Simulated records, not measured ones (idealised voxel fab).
Process module, titled voxel self aligned vias
The cross-section shown here is cut; it is 265 nm wide and divided into square cells measuring 5 nm on a side.
Notation: cross-section as square-cell grid; stated in bands, top first, going down; one or more cell rows per band. Each band's line starts with the height of the band's top and of its bottom, in nm. Then come its materials from left to right, each with its width in nm. One material with "throughout" fills the band from edge to edge. "empty" is empty space. Height is counted from the level 0, under which the received wafer is composed throughout of one material. The lowest of the bands is not closed at the bottom but continues downward, in the notation "0 and below". Top row gets the first number, bottom row gets the second, and each row in between changes by the same step: that is how a band width like "30..40" works. Key: "stayed the same" - step with no changed cell in the cross-section. Closed empty spaces (no open way to the top) of 8 cells or more are what "Fully sealed cavities" lists, each as width x height at distance from the left edge, nm for all three. On each step's line, the part that comes after the settings is the simulator's own comment on the step. overlay nm: mask offset rightward from planned place, masked step; negative means leftward offset.

-- Planned step list for the process
- 1: RECEIVE: material Si
- 2: CONFORMAL_DEP: material SiO2, thk nm 10
- 3: CONFORMAL_DEP: material SiCN, thk nm 5
- 4: DIRECTIONAL_DEP: material SiO2, thk nm 25
- 5: MASKED_ETCH: tone open, mask id LINES, width nm 25, pitch nm 60, etch materials SiO2, depth nm 25, overlay nm 0
- 6: CONFORMAL_DEP: material TiN, thk nm 5
- 7: FILL_DEP: material W, thk nm 10
- 8: CMP: height nm 40
- 9: SELECTIVE_ETCH: etch materials W Ru TiN, depth nm 5
- 10: FILL_DEP: material SiN, thk nm 10
- 11: CMP: height nm 40
- 12: DIRECTIONAL_DEP: material SiO2, thk nm 20
- 13: PATTERN: tone open, mask id VIAS, material resist, width nm 35, pitch nm 120, thk nm 20, overlay nm 0
- 14: DIRECTIONAL_ETCH: etch materials SiO2, depth nm 20
- 15: DIRECTIONAL_ETCH: etch materials SiN, depth nm 5
- 16: STRIP: etch materials resist
- 17: CONFORMAL_DEP: material TiN, thk nm 5
- 18: FILL_DEP: material Ru, thk nm 5
- 19: CMP: height nm 60
- 20: CONFORMAL_DEP: material SiN, thk nm 5

-- So this is the incoming wafer in cross-section - it's already been through step 1
> 0 and below: Si throughout
> Fully sealed cavities: none

-- First of two wafers at the end of the module, shown in cross-section; run carried out as planned
> 65 down to 60: SiN throughout
> 60 down to 45: 55 nm SiO2; 5 nm TiN; 25 nm Ru; 5 nm TiN; 85 nm SiO2; 5 nm TiN; 25 nm Ru; 5 nm TiN; 55 nm SiO2
> 45 down to 40: 55 nm SiO2; 10 nm TiN; 15 nm Ru; 10 nm TiN; 85 nm SiO2; 10 nm TiN; 15 nm Ru; 10 nm TiN; 55 nm SiO2
> 40 down to 35: 60 nm SiO2; 25 nm TiN; 35 nm SiO2; 25 nm SiN; 35 nm SiO2; 25 nm TiN; 60 nm SiO2
> 35 down to 20: 60 nm SiO2; 5 nm TiN; 15 nm W; 5 nm TiN; 35 nm SiO2; 5 nm TiN; 15 nm W; 5 nm TiN; 35 nm SiO2; 5 nm TiN; 15 nm W; 5 nm TiN; 60 nm SiO2
> 20 down to 15: 60 nm SiO2; 25 nm TiN; 35 nm SiO2; 25 nm TiN; 35 nm SiO2; 25 nm TiN; 60 nm SiO2
> 15 down to 10: SiCN throughout
> 10 down to 0: SiO2 throughout
> 0 and below: Si throughout
> Fully sealed cavities: none

-- This cross-section belongs to the second wafer of two at the end of the module; the start and the plan were shared with the first, and the run included one mistake
> 65 down to 60: SiN throughout
> 60 down to 45: 55 nm SiO2; 5 nm TiN; 25 nm Ru; 5 nm TiN; 85 nm SiO2; 5 nm TiN; 25 nm Ru; 5 nm TiN; 55 nm SiO2
> 45 down to 40: 55 nm SiO2; 35 nm TiN; 85 nm SiO2; 35 nm TiN; 55 nm SiO2
> 40 down to 35: 55 nm SiN; 5 nm TiN; 25 nm SiO2; 5 nm TiN; 30 nm SiN; 25 nm SiO2; 30 nm SiN; 5 nm TiN; 25 nm SiO2; 5 nm TiN; 55 nm SiN
> 35 down to 20: 55 nm W; 5 nm TiN; 25 nm SiO2; 5 nm TiN; 25 nm W; 5 nm TiN; 25 nm SiO2; 5 nm TiN; 25 nm W; 5 nm TiN; 25 nm SiO2; 5 nm TiN; 55 nm W
> 20 down to 15: 60 nm TiN; 25 nm SiO2; 35 nm TiN; 25 nm SiO2; 35 nm TiN; 25 nm SiO2; 60 nm TiN
> 15 down to 10: SiCN throughout
> 10 down to 0: SiO2 throughout
> 0 and below: Si throughout
> Fully sealed cavities: none
Plan not followed: step 5 was run on a setting that differed from the plan, and what really ran there is MASKED_ETCH: tone cover, mask id LINES, width nm 25, pitch nm 60, etch materials SiO2, depth nm 25, overlay nm 0
Final tally in cells, some materials are higher or lower on the second wafer than on the first: Ru: 6 fewer | SiN: 29 more | SiO2: 115 fewer | TiN: 23 more | W: 69 more
